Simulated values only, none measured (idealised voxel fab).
This section sets out a process module, namely voxel gate over fins.
The figure presents cross-section cut, which has a width of 225 nm and is divided into square cells with an edge length of 5 nm.
Cross-sections here: square-cell grids, written as top-down lists of bands, a band being one or more rows of cells. Each band's line starts with the height of the band's top and of its bottom, in nm. Then come its materials from left to right, each with its width in nm. One material with "edge to edge" fills the band from edge to edge. "blank" is empty space. Heights are expressed relative to 0, this being the level below which the as-received wafer comprises one material exclusively. The lowest band is unbounded in the downward direction and is denoted as in "0 nm and below". A two-number width, for instance "30->40", indicates that the width is equal to the first number in the top row of the band and to the second number in the bottom row, and that it changes by a constant amount per row of cells. Basically "changes: none" means that step didn't change any cell in the cross-section. Look at "Voids, enclosed" for the closed voids: empty spaces with no open path to the top, sized 8 cells or up. Each is width x height at distance, distance from the left edge, all nm. Step line, after settings: the simulator's comment on this step. Among the settings permitted on a step's line is "overlay nm"; applied to a step with a mask, it specifies the extent to which the mask lay to the right of its planned position, whereas a negative figure signifies a position to the left.

[Intended process steps]
step 1: RECEIVE with material Si
step 2: CONFORMAL_DEP with material SiN, thk nm 5
step 3: PATTERN with tone cover, mask id FINS, material resist, width nm 15, pitch nm 40, thk nm 15, overlay nm 0
step 4: DIRECTIONAL_ETCH with etch materials SiN, depth nm 5
step 5: DIRECTIONAL_ETCH with etch materials Si, depth nm 40
step 6: STRIP with etch materials resist
step 7: OXIDIZE with depth nm 5
step 8: FILL_DEP with material SiO2, thk nm 10
step 9: CMP with height nm 5
step 10: SELECTIVE_ETCH with etch materials SiO2, depth nm 15
step 11: STRIP with etch materials SiN
step 12: CONFORMAL_DEP with material HfO2, thk nm 5
step 13: CONFORMAL_DEP with material TiN, thk nm 5
step 14: FILL_DEP with material W, thk nm 15
step 15: CMP with height nm 20
step 16: CONFORMAL_DEP with material SiCN, thk nm 5

[The following pertains to the first of two wafers, which was processed as planned]

[Cross-section of the wafer as it came to us, i.e., already through step 1]
- 0 nm and below | Si edge to edge
- Voids, enclosed: none

[After step 2: wafer cross-section]
- 5 nm to 0 nm | SiN edge to edge
- Lower than 0, everything is as it was.

[After step 3: wafer cross-section]
- 20 nm to 5 nm | blank (45), resist (15), blank (25), resist (15), blank (25), resist (15), blank (25), resist (15), blank (45)
- Lower than 5, everything is as it was.

[After step 4: wafer cross-section]
- 20 nm to 5 nm | blank (45), resist (15), blank (25), resist (15), blank (25), resist (15), blank (25), resist (15), blank (45)
- 5 nm to 0 nm | blank (45), SiN (15), blank (25), SiN (15), blank (25), SiN (15), blank (25), SiN (15), blank (45)
- Lower than 0, everything is as it was.

[After step 5: wafer cross-section]
- 20 nm to 5 nm | blank (45), resist (15), blank (25), resist (15), blank (25), resist (15), blank (25), resist (15), blank (45)
- 5 nm to 0 nm | blank (45), SiN (15), blank (25), SiN (15), blank (25), SiN (15), blank (25), SiN (15), blank (45)
- 0 nm to -40 nm | blank (45), Si (15), blank (25), Si (15), blank (25), Si (15), blank (25), Si (15), blank (45)
- Lower than -40, everything is as it was.

[After step 6: wafer cross-section]
- 5 nm to 0 nm | blank (45), SiN (15), blank (25), SiN (15), blank (25), SiN (15), blank (25), SiN (15), blank (45)
- Lower than 0, everything is as it was.

[After step 7: wafer cross-section]
- 5 nm to 0 nm | blank (45), SiN (15), blank (25), SiN (15), blank (25), SiN (15), blank (25), SiN (15), blank (45)
- 0 nm to -40 nm | blank (45), SiO2 (5), Si (5), SiO2 (5), blank (25), SiO2 (5), Si (5), SiO2 (5), blank (25), SiO2 (5), Si (5), SiO2 (5), blank (25), SiO2 (5), Si (5), SiO2 (5), blank (45)
- -40 nm to -45 nm | SiO2 (50), Si (5), SiO2 (35), Si (5), SiO2 (35), Si (5), SiO2 (35), Si (5), SiO2 (50)
- Lower than -45, everything is as it was.

[After step 8: wafer cross-section]
- 15 nm to 5 nm | SiO2 edge to edge
- 5 nm to 0 nm | SiO2 (45), SiN (15), SiO2 (25), SiN (15), SiO2 (25), SiN (15), SiO2 (25), SiN (15), SiO2 (45)
- 0 nm to -45 nm | SiO2 (50), Si (5), SiO2 (35), Si (5), SiO2 (35), Si (5), SiO2 (35), Si (5), SiO2 (50)
- Lower than -45, everything is as it was.

[After step 9: wafer cross-section]
- 5 nm to 0 nm | SiO2 (45), SiN (15), SiO2 (25), SiN (15), SiO2 (25), SiN (15), SiO2 (25), SiN (15), SiO2 (45)
- Lower than 0, everything is as it was.

[After step 10: wafer cross-section]
- 5 nm to 0 nm | blank (45), SiN (15), blank (25), SiN (15), blank (25), SiN (15), blank (25), SiN (15), blank (45)
- 0 nm to -10 nm | blank (50), Si (5), blank (35), Si (5), blank (35), Si (5), blank (35), Si (5), blank (50)
- Lower than -10, everything is as it was.

[After step 11: wafer cross-section]
- 0 nm to -10 nm | blank (50), Si (5), blank (35), Si (5), blank (35), Si (5), blank (35), Si (5), blank (50)
- Lower than -10, everything is as it was.

[After step 12: wafer cross-section]
- 5 nm to 0 nm | blank (45), HfO2 (15), blank (25), HfO2 (15), blank (25), HfO2 (15), blank (25), HfO2 (15), blank (45)
- 0 nm to -5 nm | blank (45), HfO2 (5), Si (5), HfO2 (5), blank (25), HfO2 (5), Si (5), HfO2 (5), blank (25), HfO2 (5), Si (5), HfO2 (5), blank (25), HfO2 (5), Si (5), HfO2 (5), blank (45)
- -5 nm to -10 nm | HfO2 (50), Si (5), HfO2 (35), Si (5), HfO2 (35), Si (5), HfO2 (35), Si (5), HfO2 (50)
- Lower than -10, everything is as it was.

[After step 13: wafer cross-section]
- 10 nm to 5 nm | blank (40), TiN (25), blank (15), TiN (25), blank (15), TiN (25), blank (15), TiN (25), blank (40)
- 5 nm to 0 nm | blank (40), TiN (5), HfO2 (15), TiN (5), blank (15), TiN (5), HfO2 (15), TiN (5), blank (15), TiN (5), HfO2 (15), TiN (5), blank (15), TiN (5), HfO2 (15), TiN (5), blank (40)
- 0 nm to -5 nm | TiN (45), HfO2 (5), Si (5), HfO2 (5), TiN (25), HfO2 (5), Si (5), HfO2 (5), TiN (25), HfO2 (5), Si (5), HfO2 (5), TiN (25), HfO2 (5), Si (5), HfO2 (5), TiN (45)
- Lower than -5, everything is as it was.

[After step 14: wafer cross-section]
- 25 nm to 10 nm | W edge to edge
- 10 nm to 5 nm | W (40), TiN (25), W (15), TiN (25), W (15), TiN (25), W (15), TiN (25), W (40)
- 5 nm to 0 nm | W (40), TiN (5), HfO2 (15), TiN (5), W (15), TiN (5), HfO2 (15), TiN (5), W (15), TiN (5), HfO2 (15), TiN (5), W (15), TiN (5), HfO2 (15), TiN (5), W (40)
- Lower than 0, everything is as it was.

[After step 15: wafer cross-section]
- 20 nm to 10 nm | W edge to edge
- Lower than 10, everything is as it was.

[After step 16: wafer cross-section]
- 25 nm to 20 nm | SiCN edge to edge
- Lower than 20, everything is as it was.

[What follows concerns the second wafer, which started out like the first and was meant to follow the very same plan; one mistake crept in when it was run, but everything up to and including step 2 is the same as for the first wafer]

[Cross-section of the second wafer at the time by which step 3 should have been completed according to the plan]
- 20 nm to 5 nm | blank (55), resist (15), blank (25), resist (15), blank (25), resist (15), blank (25), resist (15), blank (35)
- Lower than 5, everything is as it was.

[Cross-section of the second wafer at the time by which step 4 should have been completed according to the plan]
- 20 nm to 5 nm | blank (55), resist (15), blank (25), resist (15), blank (25), resist (15), blank (25), resist (15), blank (35)
- 5 nm to 0 nm | blank (55), SiN (15), blank (25), SiN (15), blank (25), SiN (15), blank (25), SiN (15), blank (35)
- Lower than 0, everything is as it was.

[Cross-section of the second wafer at the time by which step 5 should have been completed according to the plan]
- 20 nm to 5 nm | blank (55), resist (15), blank (25), resist (15), blank (25), resist (15), blank (25), resist (15), blank (35)
- 5 nm to 0 nm | blank (55), SiN (15), blank (25), SiN (15), blank (25), SiN (15), blank (25), SiN (15), blank (35)
- 0 nm to -40 nm | blank (55), Si (15), blank (25), Si (15), blank (25), Si (15), blank (25), Si (15), blank (35)
- Lower than -40, everything is as it was.

[Cross-section of the second wafer at the time by which step 6 should have been completed according to the plan]
- 5 nm to 0 nm | blank (55), SiN (15), blank (25), SiN (15), blank (25), SiN (15), blank (25), SiN (15), blank (35)
- Lower than 0, everything is as it was.

[Cross-section of the second wafer at the time by which step 7 should have been completed according to the plan]
- 5 nm to 0 nm | blank (55), SiN (15), blank (25), SiN (15), blank (25), SiN (15), blank (25), SiN (15), blank (35)
- 0 nm to -40 nm | blank (55), SiO2 (5), Si (5), SiO2 (5), blank (25), SiO2 (5), Si (5), SiO2 (5), blank (25), SiO2 (5), Si (5), SiO2 (5), blank (25), SiO2 (5), Si (5), SiO2 (5), blank (35)
- -40 nm to -45 nm | SiO2 (60), Si (5), SiO2 (35), Si (5), SiO2 (35), Si (5), SiO2 (35), Si (5), SiO2 (40)
- Lower than -45, everything is as it was.

[Cross-section of the second wafer at the time by which step 8 should have been completed according to the plan]
- 15 nm to 5 nm | SiO2 edge to edge
- 5 nm to 0 nm | SiO2 (55), SiN (15), SiO2 (25), SiN (15), SiO2 (25), SiN (15), SiO2 (25), SiN (15), SiO2 (35)
- 0 nm to -45 nm | SiO2 (60), Si (5), SiO2 (35), Si (5), SiO2 (35), Si (5), SiO2 (35), Si (5), SiO2 (40)
- Lower than -45, everything is as it was.

[Cross-section of the second wafer at the time by which step 9 should have been completed according to the plan]
- 5 nm to 0 nm | SiO2 (55), SiN (15), SiO2 (25), SiN (15), SiO2 (25), SiN (15), SiO2 (25), SiN (15), SiO2 (35)
- Lower than 0, everything is as it was.

[Cross-section of the second wafer at the time by which step 10 should have been completed according to the plan]
- 5 nm to 0 nm | blank (55), SiN (15), blank (25), SiN (15), blank (25), SiN (15), blank (25), SiN (15), blank (35)
- 0 nm to -10 nm | blank (60), Si (5), blank (35), Si (5), blank (35), Si (5), blank (35), Si (5), blank (40)
- Lower than -10, everything is as it was.

[Cross-section of the second wafer at the time by which step 11 should have been completed according to the plan]
- 0 nm to -10 nm | blank (60), Si (5), blank (35), Si (5), blank (35), Si (5), blank (35), Si (5), blank (40)
- Lower than -10, everything is as it was.

[Cross-section of the second wafer at the time by which step 12 should have been completed according to the plan]
- 5 nm to 0 nm | blank (55), HfO2 (15), blank (25), HfO2 (15), blank (25), HfO2 (15), blank (25), HfO2 (15), blank (35)
- 0 nm to -5 nm | blank (55), HfO2 (5), Si (5), HfO2 (5), blank (25), HfO2 (5), Si (5), HfO2 (5), blank (25), HfO2 (5), Si (5), HfO2 (5), blank (25), HfO2 (5), Si (5), HfO2 (5), blank (35)
- -5 nm to -10 nm | HfO2 (60), Si (5), HfO2 (35), Si (5), HfO2 (35), Si (5), HfO2 (35), Si (5), HfO2 (40)
- Lower than -10, everything is as it was.

[Cross-section of the second wafer at the time by which step 13 should have been completed according to the plan]
- 10 nm to 5 nm | blank (50), TiN (25), blank (15), TiN (25), blank (15), TiN (25), blank (15), TiN (25), blank (30)
- 5 nm to 0 nm | blank (50), TiN (5), HfO2 (15), TiN (5), blank (15), TiN (5), HfO2 (15), TiN (5), blank (15), TiN (5), HfO2 (15), TiN (5), blank (15), TiN (5), HfO2 (15), TiN (5), blank (30)
- 0 nm to -5 nm | TiN (55), HfO2 (5), Si (5), HfO2 (5), TiN (25), HfO2 (5), Si (5), HfO2 (5), TiN (25), HfO2 (5), Si (5), HfO2 (5), TiN (25), HfO2 (5), Si (5), HfO2 (5), TiN (35)
- Lower than -5, everything is as it was.

[Cross-section of the second wafer at the time by which step 14 should have been completed according to the plan]
- 25 nm to 10 nm | W edge to edge
- 10 nm to 5 nm | W (50), TiN (25), W (15), TiN (25), W (15), TiN (25), W (15), TiN (25), W (30)
- 5 nm to 0 nm | W (50), TiN (5), HfO2 (15), TiN (5), W (15), TiN (5), HfO2 (15), TiN (5), W (15), TiN (5), HfO2 (15), TiN (5), W (15), TiN (5), HfO2 (15), TiN (5), W (30)
- Lower than 0, everything is as it was.

[Cross-section of the second wafer at the time by which step 15 should have been completed according to the plan]
- 20 nm to 10 nm | W edge to edge
- Lower than 10, everything is as it was.

[Cross-section of the second wafer at the time by which step 16 should have been completed according to the plan]
- 25 nm to 20 nm | SiCN edge to edge
- Lower than 20, everything is as it was.
Run error: the process deviated at step 3: the operation and settings actually run there were PATTERN with tone cover, mask id FINS, material resist, width nm 15, pitch nm 40, thk nm 15, overlay nm 10
In the final comparison it is observed that the number of cells assigned to each material is identical for the two wafers, whereas their placement is not.
